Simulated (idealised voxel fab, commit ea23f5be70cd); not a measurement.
Process module heading - voxel capacitor over wiring
For reference, the cross-section in this document is cut, with width 220 nm and square cells of 5 nm.
Each cross-section below is a grid of square cells, stated as bands in top-down order, with one or more rows of cells making up each band. Basically the band line says how high the top is and how high the bottom is, in nm, and then what's in it from left to right, every material with its width in nm. Empty space shows up as "blank", and if a single material carries "full width" it runs the full band edge to edge. Beneath 0, the wafer as received is one material, and that level is where height counting begins. The lowest band goes on downward without a bottom; it is written like "0 -> down". When a width is written as two numbers, as in "30..40", the first number is the width in the top row of cells of the band and the second is the width in its bottom row, and the width changes by the same amount from each row to the next. Where the words "remains unaltered" appear for a step, the cross-section shows no cell changed by that step; every cell remained as before. Entry "Closed-off voids". Content: empty spaces with no open connection to the top, size 8 cells or greater. Each: width x height at distance. Distance: from left edge. Unit: nm. On a step's line, text after the settings is the simulator commenting on that step. overlay nm: on a step with a mask, how far right of its planned place the mask lay; negative means left.

# Steps in the process plan
1) RECEIVE (material Si)
2) CONFORMAL_DEP (material SiO2; thk nm 10)
3) CONFORMAL_DEP (material SiCN; thk nm 5)
4) DIRECTIONAL_DEP (material SiO2; thk nm 25)
5) MASKED_ETCH (tone open; mask id METAL_1; width nm 30; pitch nm 85; etch materials SiO2; depth nm 25; overlay nm 0)
6) MASKED_ETCH (tone open; mask id METAL_1; width nm 30; pitch nm 85; etch materials SiCN; depth nm 5; overlay nm 0)
7) CONFORMAL_DEP (material TiN; thk nm 5)
8) FILL_DEP (material Ru; thk nm 10)
9) CMP (height nm 40)
10) CONFORMAL_DEP (material SiCN; thk nm 5)
11) DIRECTIONAL_DEP (material SiO2; thk nm 15)
12) DIRECTIONAL_DEP (material aC; thk nm 10)
13) PATTERN (tone open; mask id PLUG_1; material resist; width nm 15; thk nm 30; overlay nm 0)
14) DIRECTIONAL_ETCH (etch materials aC; depth nm 10)
15) STRIP (etch materials resist)
16) DIRECTIONAL_ETCH (etch materials SiO2; depth nm 15)
17) DIRECTIONAL_ETCH (etch materials SiCN; depth nm 5)
18) STRIP (etch materials aC)
19) CONFORMAL_DEP (material TiN; thk nm 5)
20) FILL_DEP (material Ru; thk nm 10)
21) CMP (height nm 60)
22) DIRECTIONAL_DEP (material TiN; thk nm 10)
23) DIRECTIONAL_DEP (material HfO2; thk nm 5)
24) DIRECTIONAL_DEP (material TiN; thk nm 10)
25) DIRECTIONAL_DEP (material aC; thk nm 10)
26) PATTERN (tone cover; mask id UPPER_PLATE; material resist; width nm 60; thk nm 25; overlay nm 0)
27) DIRECTIONAL_ETCH (etch materials aC; depth nm 10)
28) STRIP (etch materials resist)
29) DIRECTIONAL_ETCH (etch materials TiN; depth nm 10)
30) DIRECTIONAL_ETCH (etch materials HfO2; depth nm 5)
31) STRIP (etch materials aC)
32) DIRECTIONAL_DEP (material aC; thk nm 15)
33) PATTERN (tone cover; mask id LOWER_PLATE; material resist; width nm 70; thk nm 30; overlay nm 0)
34) DIRECTIONAL_ETCH (etch materials aC; depth nm 15)
35) STRIP (etch materials resist)
36) DIRECTIONAL_ETCH (etch materials TiN; depth nm 10)
37) STRIP (etch materials aC)
38) FILL_DEP (material SiO2; thk nm 15)
39) CMP (height nm 95)
40) MASKED_ETCH (tone open; mask id PLUG_2; width nm 15; etch materials SiO2; depth nm 10; overlay nm 0)
41) CONFORMAL_DEP (material TiN; thk nm 5)
42) FILL_DEP (material W; thk nm 10)
43) CMP (height nm 95)
44) CONFORMAL_DEP (material SiN; thk nm 5)

# This is the cross-section of the wafer as we received it, i.e. after step 1
  0 -> down = Si full width
  Closed-off voids: none

# First of two wafers at the end of the module, shown in cross-section; run carried out as planned
  100 -> 95 = SiN full width
  95 -> 90 = SiO2: 75 | TiN: 5 | W: 5 | TiN: 5 | SiO2: 130
  90 -> 85 = SiO2: 75 | TiN: 15 | SiO2: 130
  85 -> 75 = SiO2: 65 | TiN: 60 | SiO2: 95
  75 -> 70 = SiO2: 65 | HfO2: 60 | SiO2: 95
  70 -> 60 = SiO2: 60 | TiN: 70 | SiO2: 90
  60 -> 45 = SiO2: 65 | TiN: 5 | Ru: 5 | TiN: 5 | SiO2: 140
  45 -> 40 = SiCN: 65 | TiN: 15 | SiCN: 140
  40 -> 15 = SiO2: 50 | TiN: 5 | Ru: 20 | TiN: 5 | SiO2: 55 | TiN: 5 | Ru: 20 | TiN: 5 | SiO2: 55
  15 -> 10 = SiCN: 50 | TiN: 30 | SiCN: 55 | TiN: 30 | SiCN: 55
  10 -> 0 = SiO2 full width
  0 -> down = Si full width
  Closed-off voids: none

# Now the second wafer, cross-sectioned at the end of the module. Nothing different at the start, nothing different in the plan compared with the first, just one mistake when it was actually run
  100 -> 95 = SiN full width
  95 -> 90 = SiO2: 75 | TiN: 5 | W: 5 | TiN: 5 | SiO2: 130
  90 -> 85 = SiO2: 75 | TiN: 15 | SiO2: 130
  85 -> 75 = SiO2: 65 | TiN: 60 | SiO2: 95
  75 -> 70 = SiO2: 65 | HfO2: 60 | SiO2: 95
  70 -> 60 = SiO2: 60 | TiN: 70 | SiO2: 90
  60 -> 55 = Ru full width
  55 -> 50 = TiN: 70 | Ru: 5 | TiN: 145
  50 -> 35 = SiO2: 65 | TiN: 5 | Ru: 5 | TiN: 5 | SiO2: 140
  35 -> 30 = SiCN: 65 | TiN: 15 | SiCN: 140
  30 -> 15 = SiO2: 50 | TiN: 5 | Ru: 20 | TiN: 5 | SiO2: 55 | TiN: 5 | Ru: 20 | TiN: 5 | SiO2: 55
  15 -> 10 = SiCN: 50 | TiN: 30 | SiCN: 55 | TiN: 30 | SiCN: 55
  10 -> 0 = SiO2 full width
  0 -> down = Si full width
  Closed-off voids: none
What went wrong in running the wafer? contrary to plan, step 9 was performed as CMP (height nm 30)
Final cells, second wafer relative to first, materials higher or lower: 29 more of Ru, 64 fewer of SiO2, 35 more of TiN
